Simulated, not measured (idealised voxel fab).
You're looking at the process module voxel fin reveal.
Each square cell in cross-section cut measures 5 nm, and the section as a whole is 300 nm wide.
We lay out every cross-section as a grid of square cells and spell it out in bands from the top down, where one band means one or more rows of cells. What a band's entry tells you: where the top is and where the bottom is, as heights in nm, and after that what lies inside, material by material from left to right, each with its width in nm. Empty space is written as the word "blank", and a single material marked with the word "throughout" occupies the band from edge to edge. The level at which height equals 0 is the one under which the wafer, as it arrives, is entirely one material. No lower edge exists for the bottom band, which continues downward and is notated as in "0..down". Think of "30->40" as a width that walks from the first number to the second as you go down the band, top row to bottom row, taking equal-sized steps from row to row. No cell of the cross-section changed in a step that is given as "no modification". In "Voids, fully enclosed" the enclosed voids are listed, meaning empty spaces of 8 cells or larger without any opening to the top. The form is width x height at distance, distance from the left edge, units nm. Text after the settings on a step's line: the simulator's own remark on that step. overlay nm: on a step with a mask, how far right of its planned place the mask lay; negative means left.
Process steps foreseen in the plan:
1) RECEIVE [material Si]
2) CONFORMAL_DEP [material SiN] [thk nm 10]
3) PATTERN [tone cover] [mask id FINS] [material resist] [width nm 15] [pitch nm 35] [thk nm 15] [overlay nm 0]
4) DIRECTIONAL_ETCH [etch materials SiN] [depth nm 10]
5) DIRECTIONAL_ETCH [etch materials Si] [depth nm 35]
6) STRIP [etch materials resist]
7) FILL_DEP [material SiO2] [thk nm 10]
8) CMP [height nm 10]
9) SELECTIVE_ETCH [etch materials SiO2] [depth nm 35]
10) STRIP [etch materials SiN]
11) CONFORMAL_DEP [material SiO2] [thk nm 5]
Wafer at receipt (post step 1), cross-section:
    0..down  Si throughout
    Voids, fully enclosed: none
The plan above was carried out on the starting structure above with one mistake, and this cross-section shows the wafer at the end of the module:
    5..0  SiO2 110 / blank 5 / SiO2 30 / blank 5 / SiO2 30 / blank 5 / SiO2 115
    0..-20  Si 105 / SiO2 5 / blank 5 / SiO2 5 / Si 20 / SiO2 5 / blank 5 / SiO2 5 / Si 20 / SiO2 5 / blank 5 / SiO2 5 / Si 110
    -20..-35  Si 105 / SiO2 15 / Si 20 / SiO2 15 / Si 20 / SiO2 15 / Si 110
    -35..down  Si throughout
    Voids, fully enclosed: none
Diagnosis: step 3 was processed under conditions differing from the plan, specifically as PATTERN [tone open] [mask id FINS] [material resist] [width nm 15] [pitch nm 35] [thk nm 15] [overlay nm 0]
